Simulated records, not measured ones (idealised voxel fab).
The following is a process module called voxel fin reveal.
It is cross-section cut that appears here, measuring 240 nm in width, its square cells being 5 nm in size.
Cross-section format: a grid of square cells, given as bands from top to bottom; each band is one or more rows of cells. Heads up on the band format: heights come first, top then bottom, in nm. After that it's the materials left to right, each with its width in nm. A single material flagged "full width" fills the whole band edge to edge, and "air" means there's empty space there. Note: height 0 marks the level under which the wafer is uniformly one material as received. Lowest band unbounded below, written "0 and below". The expression "30->40" gives the width at the extremes of the band, the first number at its top row of cells and the second at its bottom row, with the width changing by equal amounts from each row to the next in between. For the purposes of this document, the phrase "no modifications" attached to a step denotes that no cell within the cross-section was modified by that step. What "Fully enclosed voids" gives you is every empty space of 8 cells or more that is cut off from the top. Each appears as width x height at distance, with the distance taken from the left edge and width, height and distance all in nm. On each step's line, the part that comes after the settings is the simulator's own comment on the step. "overlay nm", when on a step's line for a step with a mask, measures how far to the right of its planned place the mask lay; a negative measure means to the left.

**Set out below are the planned steps of the process**
- 1: op RECEIVE | material Si
- 2: op CONFORMAL_DEP | material SiN | thk nm 5
- 3: op PATTERN | tone cover | mask id FINS | material resist | width nm 15 | pitch nm 35 | thk nm 15 | overlay nm 0
- 4: op DIRECTIONAL_ETCH | etch materials SiN | depth nm 5
- 5: op DIRECTIONAL_ETCH | etch materials Si | depth nm 35
- 6: op STRIP | etch materials resist
- 7: op FILL_DEP | material SiO2 | thk nm 15
- 8: op CMP | height nm 5
- 9: op SELECTIVE_ETCH | etch materials SiO2 | depth nm 15
- 10: op STRIP | etch materials SiN

**On the first of the two wafers: run conducted according to plan**

**as received, after step 1**
0 and below = Si full width
Fully enclosed voids: none

**You're looking at a cross-section of the wafer after step 2**
5 down to 0 = SiN full width
below 0: unchanged

**You're looking at a cross-section of the wafer after step 3**
20 down to 5 = air=60, then resist=15, then air=20, then resist=15, then air=20, then resist=15, then air=20, then resist=15, then air=60
below 5: unchanged

**You're looking at a cross-section of the wafer after step 4**
20 down to 5 = air=60, then resist=15, then air=20, then resist=15, then air=20, then resist=15, then air=20, then resist=15, then air=60
5 down to 0 = air=60, then SiN=15, then air=20, then SiN=15, then air=20, then SiN=15, then air=20, then SiN=15, then air=60
below 0: unchanged

**You're looking at a cross-section of the wafer after step 5**
20 down to 5 = air=60, then resist=15, then air=20, then resist=15, then air=20, then resist=15, then air=20, then resist=15, then air=60
5 down to 0 = air=60, then SiN=15, then air=20, then SiN=15, then air=20, then SiN=15, then air=20, then SiN=15, then air=60
0 down to -35 = air=60, then Si=15, then air=20, then Si=15, then air=20, then Si=15, then air=20, then Si=15, then air=60
below -35: unchanged

**You're looking at a cross-section of the wafer after step 6**
5 down to 0 = air=60, then SiN=15, then air=20, then SiN=15, then air=20, then SiN=15, then air=20, then SiN=15, then air=60
below 0: unchanged

**You're looking at a cross-section of the wafer after step 7**
20 down to 5 = SiO2 full width
5 down to 0 = SiO2=60, then SiN=15, then SiO2=20, then SiN=15, then SiO2=20, then SiN=15, then SiO2=20, then SiN=15, then SiO2=60
0 down to -35 = SiO2=60, then Si=15, then SiO2=20, then Si=15, then SiO2=20, then Si=15, then SiO2=20, then Si=15, then SiO2=60
below -35: unchanged

**You're looking at a cross-section of the wafer after step 8**
5 down to 0 = SiO2=60, then SiN=15, then SiO2=20, then SiN=15, then SiO2=20, then SiN=15, then SiO2=20, then SiN=15, then SiO2=60
below 0: unchanged

**You're looking at a cross-section of the wafer after step 9**
5 down to 0 = air=60, then SiN=15, then air=20, then SiN=15, then air=20, then SiN=15, then air=20, then SiN=15, then air=60
0 down to -10 = air=60, then Si=15, then air=20, then Si=15, then air=20, then Si=15, then air=20, then Si=15, then air=60
below -10: unchanged

**You're looking at a cross-section of the wafer after step 10**
0 down to -10 = air=60, then Si=15, then air=20, then Si=15, then air=20, then Si=15, then air=20, then Si=15, then air=60
below -10: unchanged

**Here the second wafer is described. Its start and its plan were those of the first wafer. Its run contained one mistake. Up to and including step 2, it did exactly what the first wafer did**

**The second wafer in cross-section, at the planned close of step 3**
20 down to 5 = air=65, then resist=15, then air=20, then resist=15, then air=20, then resist=15, then air=20, then resist=15, then air=55
below 5: unchanged

**The second wafer in cross-section, at the planned close of step 4**
20 down to 5 = air=65, then resist=15, then air=20, then resist=15, then air=20, then resist=15, then air=20, then resist=15, then air=55
5 down to 0 = air=65, then SiN=15, then air=20, then SiN=15, then air=20, then SiN=15, then air=20, then SiN=15, then air=55
below 0: unchanged

**The second wafer in cross-section, at the planned close of step 5**
20 down to 5 = air=65, then resist=15, then air=20, then resist=15, then air=20, then resist=15, then air=20, then resist=15, then air=55
5 down to 0 = air=65, then SiN=15, then air=20, then SiN=15, then air=20, then SiN=15, then air=20, then SiN=15, then air=55
0 down to -35 = air=65, then Si=15, then air=20, then Si=15, then air=20, then Si=15, then air=20, then Si=15, then air=55
below -35: unchanged

**The second wafer in cross-section, at the planned close of step 6**
5 down to 0 = air=65, then SiN=15, then air=20, then SiN=15, then air=20, then SiN=15, then air=20, then SiN=15, then air=55
below 0: unchanged

**The second wafer in cross-section, at the planned close of step 7**
20 down to 5 = SiO2 full width
5 down to 0 = SiO2=65, then SiN=15, then SiO2=20, then SiN=15, then SiO2=20, then SiN=15, then SiO2=20, then SiN=15, then SiO2=55
0 down to -35 = SiO2=65, then Si=15, then SiO2=20, then Si=15, then SiO2=20, then Si=15, then SiO2=20, then Si=15, then SiO2=55
below -35: unchanged

**The second wafer in cross-section, at the planned close of step 8**
5 down to 0 = SiO2=65, then SiN=15, then SiO2=20, then SiN=15, then SiO2=20, then SiN=15, then SiO2=20, then SiN=15, then SiO2=55
below 0: unchanged

**The second wafer in cross-section, at the planned close of step 9**
5 down to 0 = air=65, then SiN=15, then air=20, then SiN=15, then air=20, then SiN=15, then air=20, then SiN=15, then air=55
0 down to -10 = air=65, then Si=15, then air=20, then Si=15, then air=20, then Si=15, then air=20, then Si=15, then air=55
below -10: unchanged

**The second wafer in cross-section, at the planned close of step 10**
0 down to -10 = air=65, then Si=15, then air=20, then Si=15, then air=20, then Si=15, then air=20, then Si=15, then air=55
below -10: unchanged
So what did we get wrong on this run? step 3 did not use the planned setting and instead ran as op PATTERN | tone cover | mask id FINS | material resist | width nm 15 | pitch nm 35 | thk nm 15 | overlay nm 5
End check, second vs first wafer: material counts in cells match, positions do not.
